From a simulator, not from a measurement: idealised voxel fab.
The following process module bears the name voxel ribs on slabs.
Displayed cross-section: cut, width of 155 nm, square cells sized 5 nm.
Format of a cross-section: grid, square cells. Given as bands. Order: top down. Band: one or more rows of cells. Top height, bottom height, nm. Materials left to right, width each, nm. Single material + "throughout" = fills band edge to edge. "air" = empty. For the purposes of this specification, 0 denotes the height below which the wafer in its as-received condition is composed wholly of one material, and the lowermost band, lacking a lower limit, extends downward without end, as expressed in "0 and below". Width "30 to 40": first value at the band's top row of cells, second value at its bottom row, equal change from row to row. The designation "remains unaltered", where it is given for a processing step, indicates that no cell of the cross-section was altered in the course of that step. "Sealed internal voids" lists enclosed empty spaces (at least 8 cells, no open path upward to the top), each as width x height at distance from the left edge, in nm. Where a step's line continues beyond its settings, the continuation is a remark by the simulator itself on that step. overlay nm: on a step with a mask, how far right of its planned place the mask lay; negative means left.

Intended process steps
1. RECEIVE [material Si]
2. DIRECTIONAL_DEP [material SiO2] [thk nm 20]
3. DIRECTIONAL_DEP [material SiN] [thk nm 15]
4. DIRECTIONAL_DEP [material aC] [thk nm 10]
5. PATTERN [tone cover] [mask id RIB] [material resist] [width nm 30] [thk nm 30] [overlay nm 0]
6. DIRECTIONAL_ETCH [etch materials aC] [depth nm 10]
7. STRIP [etch materials resist]
8. DIRECTIONAL_ETCH [etch materials SiN] [depth nm 10]
9. STRIP [etch materials aC]
10. DIRECTIONAL_DEP [material aC] [thk nm 15]
11. PATTERN [tone cover] [mask id SLAB] [material resist] [width nm 90] [thk nm 35] [overlay nm 0]
12. DIRECTIONAL_ETCH [etch materials aC] [depth nm 15]
13. STRIP [etch materials resist]
14. DIRECTIONAL_ETCH [etch materials SiN] [depth nm 5]
15. STRIP [etch materials aC]
16. FILL_DEP [material SiO2] [thk nm 25]
17. CMP [height nm 50]
18. DIRECTIONAL_DEP [material W] [thk nm 10]
19. DIRECTIONAL_DEP [material aC] [thk nm 15]
20. PATTERN [tone cover] [mask id HEATER] [material resist] [width nm 40] [thk nm 35] [overlay nm 0]
21. DIRECTIONAL_ETCH [etch materials aC] [depth nm 15]
22. STRIP [etch materials resist]
23. DIRECTIONAL_ETCH [etch materials W] [depth nm 10]
24. STRIP [etch materials aC]
25. CONFORMAL_DEP [material SiN] [thk nm 10]

As received (post step 1): cross-section
* 0 and below: Si throughout
* Sealed internal voids: none

Starting structure and process plan are as shown above, but one mistake was made in running the module; the wafer cross-section at the end of the module follows
* 60 down to 50: 55 of air  40 of W  60 of air
* 50 down to 35: SiO2 throughout
* 35 down to 25: 60 of SiO2  30 of SiN  65 of SiO2
* 25 down to 20: 30 of SiO2  90 of SiN  35 of SiO2
* 20 down to 0: SiO2 throughout
* 0 and below: Si throughout
* Sealed internal voids: none
Short version of what went wrong: no execution of plan step 25; skipped
